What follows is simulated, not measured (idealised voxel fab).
process module | voxel wiring stack
cross-section cut | 220 nm wide | cells 5 nm
A cross-section is a grid of square cells, given in bands from the top down. A band is one or more rows of cells.
Each band's line starts with the height of the band's top and of its bottom, in nm. Then come its materials from left to right, each with its width in nm. One material with "throughout" fills the band from edge to edge. "air" is empty space.
Height 0 is the level under which the wafer as received is all one material. The lowest band goes on downwards, as in "0 down".
A width such as "30 to 40" changes by the same amount from each row of cells to the next, from the band's top row to its bottom row.
"no change" after a step means that no cell of the cross-section changed.
closed voids: empty space of 8 cells or more with no open way to the top, each as width x height at its distance from the left edge, in nm
after a step's settings: what the simulator itself notes on the step
overlay nm, on a step with a mask: how far to the right of its planned place the mask lay; to the left if negative
plan
1 op RECEIVE | material Si
2 op CONFORMAL_DEP | material SiO2 | thk nm 10
3 op CONFORMAL_DEP | material SiN | thk nm 5
4 op DIRECTIONAL_DEP | material lowk | thk nm 25
5 op MASKED_ETCH | tone open | mask id METAL_1 | width nm 25 | pitch nm 45 | etch materials lowk | depth nm 25 | overlay nm 0
6 op MASKED_ETCH | tone open | mask id METAL_1 | width nm 25 | pitch nm 45 | etch materials SiN | depth nm 5 | overlay nm 0
7 op CONFORMAL_DEP | material TiN | thk nm 5
8 op FILL_DEP | material Cu | thk nm 10
9 op CMP | height nm 40
10 op EPI | material Ru | thk nm 5
11 op FILL_DEP | material SiCN | thk nm 5
12 op DIRECTIONAL_DEP | material SiO2 | thk nm 10
13 op PATTERN | tone open | mask id PLUG_1 | material resist | width nm 15 | pitch nm 45 | thk nm 20 | overlay nm 0
14 op DIRECTIONAL_ETCH | etch materials SiO2 | depth nm 10
15 op DIRECTIONAL_ETCH | etch materials SiCN | depth nm 5
16 op STRIP | etch materials resist
17 op EPI | material Ru | thk nm 10
18 op EPI | material Ru | thk nm 5
19 op DIRECTIONAL_DEP | material TiN | thk nm 5
20 op DIRECTIONAL_DEP | material W | thk nm 15
21 op PATTERN | tone cover | mask id METAL_2 | material resist | width nm 25 | pitch nm 45 | thk nm 15 | overlay nm 0
22 op DIRECTIONAL_ETCH | etch materials W | depth nm 15
23 op DIRECTIONAL_ETCH | etch materials TiN | depth nm 5
24 op STRIP | etch materials resist
25 op FILL_DEP | material lowk | thk nm 10
26 op CMP | height nm 80
27 op CONFORMAL_DEP | material SiCN | thk nm 5
28 op DIRECTIONAL_DEP | material lowk | thk nm 20
29 op PATTERN | tone open | mask id PLUG_2 | material resist | width nm 15 | pitch nm 45 | thk nm 15 | overlay nm 0
30 op DIRECTIONAL_ETCH | etch materials lowk | depth nm 20
31 op DIRECTIONAL_ETCH | etch materials SiCN | depth nm 5
32 op STRIP | etch materials resist
33 op EPI | material Ru | thk nm 10
34 op EPI | material Ru | thk nm 10
35 op EPI | material Ru | thk nm 5
36 op CONFORMAL_DEP | material SiCN | thk nm 5
37 op DIRECTIONAL_DEP | material lowk | thk nm 25
38 op MASKED_ETCH | tone open | mask id METAL_3 | width nm 25 | pitch nm 45 | etch materials lowk | depth nm 15 | overlay nm 0
39 op MASKED_ETCH | tone open | mask id METAL_3 | width nm 25 | pitch nm 45 | etch materials SiCN | depth nm 5 | overlay nm 0
40 op CONFORMAL_DEP | material TiN | thk nm 5
41 op FILL_DEP | material Ru | thk nm 10
42 op CMP | height nm 135
43 op CONFORMAL_DEP | material SiCN | thk nm 5
44 op DIRECTIONAL_DEP | material lowk | thk nm 10
45 op MASKED_ETCH | tone open | mask id PLUG_3 | width nm 15 | pitch nm 90 | etch materials lowk | depth nm 10 | overlay nm 0
46 op MASKED_ETCH | tone open | mask id PLUG_3 | width nm 15 | pitch nm 90 | etch materials SiCN | depth nm 5 | overlay nm 0
47 op EPI | material Ru | thk nm 10
48 op EPI | material Ru | thk nm 5
49 op CONFORMAL_DEP | material SiN | thk nm 5
50 op DIRECTIONAL_DEP | material SiO2 | thk nm 25
51 op PATTERN | tone open | mask id METAL_4 | material resist | width nm 25 | pitch nm 45 | thk nm 20 | overlay nm 0
52 op DIRECTIONAL_ETCH | etch materials SiO2 | depth nm 25
53 op DIRECTIONAL_ETCH | etch materials SiN | depth nm 5
54 op STRIP | etch materials resist
55 op CONFORMAL_DEP | material TiN | thk nm 5
56 op FILL_DEP | material Cu | thk nm 10
57 op CMP | height nm 180
58 op EPI | material Ru | thk nm 5
59 op FILL_DEP | material SiCN | thk nm 5
varied across the wafers: depth nm of step 38. The plan shows the first wafer's value. All wafers start alike
first wafer as received, after step 1
  0 down: Si throughout
  closed voids: none
each wafer at the end: cells of each material gained (+) or lost (-) since it was received, then its closed voids
depth nm 15 | +120 Cu | +194 Ru | +222 SiCN | +48 SiN | +272 SiO2 | +176 TiN | +60 W | +580 lowk | closed voids: none
depth nm 20 | +120 Cu | +206 Ru | +222 SiCN | +48 SiN | +272 SiO2 | +184 TiN | +60 W | +560 lowk | closed voids: none
depth nm 25 | +120 Cu | +230 Ru | +202 SiCN | +48 SiN | +272 SiO2 | +200 TiN | +60 W | +540 lowk | closed voids: none
depth nm 30 | +120 Cu | +230 Ru | +202 SiCN | +48 SiN | +272 SiO2 | +200 TiN | +60 W | +540 lowk | closed voids: none
depth nm 35 | +120 Cu | +230 Ru | +202 SiCN | +48 SiN | +272 SiO2 | +200 TiN | +60 W | +540 lowk | closed voids: none
depth nm 40 | +120 Cu | +230 Ru | +202 SiCN | +48 SiN | +272 SiO2 | +200 TiN | +60 W | +540 lowk | closed voids: none
